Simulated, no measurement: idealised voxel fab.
Title: Process Module voxel gate over fins
Each square cell in cross-section cut measures 5 nm, and the section as a whole is 195 nm wide.
Cross-section = grid of square cells, listed top down in bands; band = one or more rows. A band entry consists of two parts. The first gives the height of the band's top and the height of its bottom, in nm. The rest lists the band's materials from left to right, each with its width in nm. A single material labelled with the word "full width" fills the band from edge to edge, and the word "air" marks empty space. Convention: height 0 is the level below which the wafer, as received, is all one material. The lowest band does not terminate at the bottom but continues downward, represented as "0 down". The notation "30->40" denotes a width that varies across the rows of cells in the band, beginning at the first number in the top row, finishing at the second number in the bottom row, and changing by an identical amount from each row to the next. Given "no alteration" for a step, no cell of the cross-section differs between before and after that step. The list in "Closed cavity list" covers empty spaces of 8 cells or more that cannot reach the top through any open way, and it gives each as width x height at distance; the distance is from the left edge, and width, height and distance are in nm. Where a step's line continues beyond its settings, the continuation is a remark by the simulator itself on that step. overlay nm: mask right of planned place by this much (step with mask). Neg. = left.
-- The following list gives the planned process steps
1 RECEIVE: material Si
2 CONFORMAL_DEP: material SiN, thk nm 10
3 PATTERN: tone cover, mask id FINS, material resist, width nm 15, pitch nm 40, thk nm 15, overlay nm 0
4 DIRECTIONAL_ETCH: etch materials SiN, depth nm 10
5 DIRECTIONAL_ETCH: etch materials Si, depth nm 30
6 STRIP: etch materials resist
7 OXIDIZE: depth nm 5
8 FILL_DEP: material SiO2, thk nm 5
9 CMP: height nm 10
10 SELECTIVE_ETCH: etch materials SiO2, depth nm 25
11 STRIP: etch materials SiN
12 CONFORMAL_DEP: material HfO2, thk nm 5
13 CONFORMAL_DEP: material TiN, thk nm 5
14 CONFORMAL_DEP: material TiAl, thk nm 5
15 CONFORMAL_DEP: material TiN, thk nm 5
16 FILL_DEP: material W, thk nm 15
17 CMP: height nm 30
18 CONFORMAL_DEP: material SiCN, thk nm 5
-- as received, after step 1
  0 down = Si full width
  Closed cavity list: none
-- Here's the wafer cut in cross-section after the module, started and planned just like above, except one thing was done wrong in the run
  35 to 30 = SiCN full width
  30 to 20 = W full width
  20 to 15 = TiN full width
  15 to 10 = TiAl full width
  10 to 5 = TiN 75, TiAl 5, TiN 35, TiAl 5, TiN 75
  5 to 0 = HfO2 70, TiN 5, TiAl 5, TiN 5, HfO2 25, TiN 5, TiAl 5, TiN 5, HfO2 70
  0 to -5 = Si 65, HfO2 5, TiN 5, TiAl 5, TiN 5, HfO2 5, Si 15, HfO2 5, TiN 5, TiAl 5, TiN 5, HfO2 5, Si 65
  -5 to -10 = Si 65, HfO2 5, TiN 15, HfO2 5, Si 15, HfO2 5, TiN 15, HfO2 5, Si 65
  -10 to -15 = Si 65, HfO2 25, Si 15, HfO2 25, Si 65
  -15 to -35 = Si 65, SiO2 25, Si 15, SiO2 25, Si 65
  -35 down = Si full width
  Closed cavity list: none
Here's what went sideways: step 3 did not use the planned setting and instead ran as PATTERN: tone open, mask id FINS, material resist, width nm 15, pitch nm 40, thk nm 15, overlay nm 0
